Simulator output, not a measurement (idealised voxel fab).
Process module in this document: voxel wiring stack
The cross-section on display is named cut; it measures 155 nm wide, and its cells are 5 nm squares.
Bands, listed from the top down, are how a cross-section gets written in this document; the cross-section itself is a grid of square cells, and a band is one or more rows of them. The entry gives the band's vertical extent as a top height and a bottom height in nm, then its horizontal make-up as materials from left to right, each with a width in nm. "air" stands for empty space; a single material marked "full width" fills the band edge to edge. Heights are expressed relative to 0, this being the level below which the as-received wafer comprises one material exclusively. The lowest band is unbounded in the downward direction and is denoted as in "0 nm and below". Width "30 to 40": first value at the band's top row of cells, second value at its bottom row, equal change from row to row. Any step labelled "no modifications" changed none of the cells in the cross-section. Any empty space of 8 cells or more lacking an open way to the top shows up in "Enclosed internal cavities" as width x height at distance, distance from the left edge, in nm. Where a step's line continues beyond its settings, the continuation is a remark by the simulator itself on that step. What "overlay nm" on a step's line means: if the step has a mask, that mask lay this far to the right of its planned place, or, when the value is negative, to the left.
This section lists the process steps that were planned
| 1 | RECEIVE,material Si |
| 2 | CONFORMAL_DEP,material SiO2,thk nm 15 |
| 3 | DIRECTIONAL_DEP,material TiN,thk nm 5 |
| 4 | DIRECTIONAL_DEP,material W,thk nm 15 |
| 5 | MASKED_ETCH,tone cover,mask id METAL_1,width nm 20,pitch nm 45,etch materials W,depth nm 15,overlay nm 0 |
| 6 | MASKED_ETCH,tone cover,mask id METAL_1,width nm 20,pitch nm 45,etch materials TiN,depth nm 5,overlay nm 0 |
| 7 | CONFORMAL_DEP,material SiN,thk nm 5 |
| 8 | FILL_DEP,material lowk,thk nm 5 |
| 9 | CMP,height nm 35 |
| 10 | CONFORMAL_DEP,material SiCN,thk nm 5 |
| 11 | DIRECTIONAL_DEP,material lowk,thk nm 15 |
| 12 | PATTERN,tone open,mask id PLUG_1,material resist,width nm 15,pitch nm 90,thk nm 15,overlay nm 0 |
| 13 | DIRECTIONAL_ETCH,etch materials lowk,depth nm 15 |
| 14 | DIRECTIONAL_ETCH,etch materials SiCN,depth nm 5 |
| 15 | STRIP,etch materials resist |
| 16 | CONFORMAL_DEP,material TiN,thk nm 5 |
| 17 | FILL_DEP,material W,thk nm 10 |
| 18 | CMP,height nm 55 |
| 19 | CONFORMAL_DEP,material SiN,thk nm 5 |
| 20 | DIRECTIONAL_DEP,material SiO2,thk nm 25 |
| 21 | DIRECTIONAL_DEP,material aC,thk nm 15 |
| 22 | PATTERN,tone open,mask id METAL_2,material resist,width nm 20,pitch nm 45,thk nm 30,overlay nm 0 |
| 23 | DIRECTIONAL_ETCH,etch materials aC,depth nm 15 |
| 24 | STRIP,etch materials resist |
| 25 | DIRECTIONAL_ETCH,etch materials SiO2,depth nm 25 |
| 26 | DIRECTIONAL_ETCH,etch materials SiN,depth nm 5 |
| 27 | STRIP,etch materials aC |
| 28 | CONFORMAL_DEP,material TiN,thk nm 5 |
| 29 | FILL_DEP,material W,thk nm 10 |
| 30 | CMP,height nm 85 |
| 31 | CONFORMAL_DEP,material SiCN,thk nm 5 |
| 32 | DIRECTIONAL_DEP,material SiO2,thk nm 20 |
| 33 | DIRECTIONAL_DEP,material aC,thk nm 10 |
| 34 | PATTERN,tone open,mask id PLUG_2,material resist,width nm 15,pitch nm 90,thk nm 30,overlay nm 0 |
| 35 | DIRECTIONAL_ETCH,etch materials aC,depth nm 10 |
| 36 | STRIP,etch materials resist |
| 37 | DIRECTIONAL_ETCH,etch materials SiO2,depth nm 20 |
| 38 | DIRECTIONAL_ETCH,etch materials SiCN,depth nm 5 |
| 39 | STRIP,etch materials aC |
| 40 | EPI,material Ru,thk nm 10 |
| 41 | EPI,material Ru,thk nm 10 |
| 42 | EPI,material Ru,thk nm 5 |
| 43 | CONFORMAL_DEP,material SiN,thk nm 5 |
| 44 | DIRECTIONAL_DEP,material lowk,thk nm 25 |
| 45 | MASKED_ETCH,tone open,mask id METAL_3,width nm 20,pitch nm 45,etch materials lowk,depth nm 25,overlay nm 0 |
| 46 | MASKED_ETCH,tone open,mask id METAL_3,width nm 20,pitch nm 45,etch materials SiN,depth nm 5,overlay nm 0 |
| 47 | CONFORMAL_DEP,material TiN,thk nm 5 |
| 48 | FILL_DEP,material Cu,thk nm 10 |
| 49 | CMP,height nm 140 |
| 50 | CONFORMAL_DEP,material SiCN,thk nm 5 |
| 51 | DIRECTIONAL_DEP,material lowk,thk nm 10 |
| 52 | DIRECTIONAL_DEP,material aC,thk nm 10 |
| 53 | PATTERN,tone open,mask id PLUG_3,material resist,width nm 15,pitch nm 45,thk nm 25,overlay nm 0 |
| 54 | DIRECTIONAL_ETCH,etch materials aC,depth nm 10 |
| 55 | STRIP,etch materials resist |
| 56 | DIRECTIONAL_ETCH,etch materials lowk,depth nm 10 |
| 57 | DIRECTIONAL_ETCH,etch materials SiCN,depth nm 5 |
| 58 | STRIP,etch materials aC |
| 59 | CONFORMAL_DEP,material TiN,thk nm 5 |
| 60 | FILL_DEP,material W,thk nm 5 |
| 61 | CMP,height nm 155 |
| 62 | DIRECTIONAL_DEP,material TiN,thk nm 5 |
| 63 | DIRECTIONAL_DEP,material W,thk nm 15 |
| 64 | PATTERN,tone cover,mask id METAL_4,material resist,width nm 20,pitch nm 45,thk nm 20,overlay nm 0 |
| 65 | DIRECTIONAL_ETCH,etch materials W,depth nm 15 |
| 66 | DIRECTIONAL_ETCH,etch materials TiN,depth nm 5 |
| 67 | STRIP,etch materials resist |
| 68 | CONFORMAL_DEP,material SiCN,thk nm 5 |
| 69 | FILL_DEP,material lowk,thk nm 5 |
| 70 | CMP,height nm 175 |
| 71 | CONFORMAL_DEP,material SiCN,thk nm 5 |
Incoming wafer, cross-sectional view, post step 1
0 nm and below = Si full width
Enclosed internal cavities: none
The plan above was carried out on the starting structure above with one mistake, and this cross-section shows the wafer at the end of the module
180 nm to 175 nm = SiCN full width
175 nm to 160 nm = lowk 15 nm / SiCN 5 nm / W 20 nm / SiCN 5 nm / lowk 15 nm / SiCN 5 nm / W 20 nm / SiCN 5 nm / lowk 15 nm / SiCN 5 nm / W 20 nm / SiCN 5 nm / lowk 20 nm
160 nm to 155 nm = SiCN 20 nm / TiN 20 nm / SiCN 25 nm / TiN 20 nm / SiCN 25 nm / TiN 20 nm / SiCN 25 nm
155 nm to 145 nm = lowk 20 nm / TiN 5 nm / W 5 nm / TiN 5 nm / lowk 30 nm / TiN 5 nm / W 5 nm / TiN 5 nm / lowk 30 nm / TiN 5 nm / W 5 nm / TiN 5 nm / lowk 30 nm
145 nm to 140 nm = SiCN 20 nm / TiN 15 nm / SiCN 30 nm / TiN 15 nm / SiCN 30 nm / TiN 15 nm / SiCN 30 nm
140 nm to 115 nm = lowk 20 nm / TiN 5 nm / Cu 10 nm / TiN 5 nm / lowk 25 nm / TiN 5 nm / Cu 10 nm / TiN 5 nm / lowk 25 nm / TiN 5 nm / Cu 10 nm / TiN 5 nm / lowk 25 nm
115 nm to 110 nm = SiN 20 nm / TiN 20 nm / SiN 25 nm / TiN 20 nm / SiN 25 nm / TiN 20 nm / SiN 25 nm
110 nm to 90 nm = SiO2 20 nm / Ru 15 nm / SiO2 75 nm / Ru 15 nm / SiO2 30 nm
90 nm to 85 nm = SiCN 20 nm / Ru 15 nm / SiCN 75 nm / Ru 15 nm / SiCN 30 nm
85 nm to 60 nm = SiO2 20 nm / TiN 5 nm / W 10 nm / TiN 5 nm / SiO2 25 nm / TiN 5 nm / W 10 nm / TiN 5 nm / SiO2 25 nm / TiN 5 nm / W 10 nm / TiN 5 nm / SiO2 25 nm
60 nm to 55 nm = SiN 20 nm / TiN 20 nm / SiN 25 nm / TiN 20 nm / SiN 25 nm / TiN 20 nm / SiN 25 nm
55 nm to 40 nm = lowk 20 nm / TiN 5 nm / W 5 nm / TiN 5 nm / lowk 75 nm / TiN 5 nm / W 5 nm / TiN 5 nm / lowk 30 nm
40 nm to 35 nm = SiCN 20 nm / TiN 15 nm / SiCN 75 nm / TiN 15 nm / SiCN 30 nm
35 nm to 25 nm = lowk 15 nm / SiN 5 nm / W 20 nm / SiN 5 nm / lowk 15 nm / SiN 5 nm / W 20 nm / SiN 5 nm / lowk 15 nm / SiN 5 nm / W 20 nm / SiN 5 nm / lowk 20 nm
25 nm to 20 nm = SiN 20 nm / W 20 nm / SiN 25 nm / W 20 nm / SiN 25 nm / W 20 nm / SiN 25 nm
20 nm to 5 nm = SiO2 full width
5 nm to 0 nm = TiN full width
0 nm and below = Si full width
Enclosed internal cavities: none
So what did we get wrong on this run? deviation from plan: step 3 and step 2 executed in one another's positions
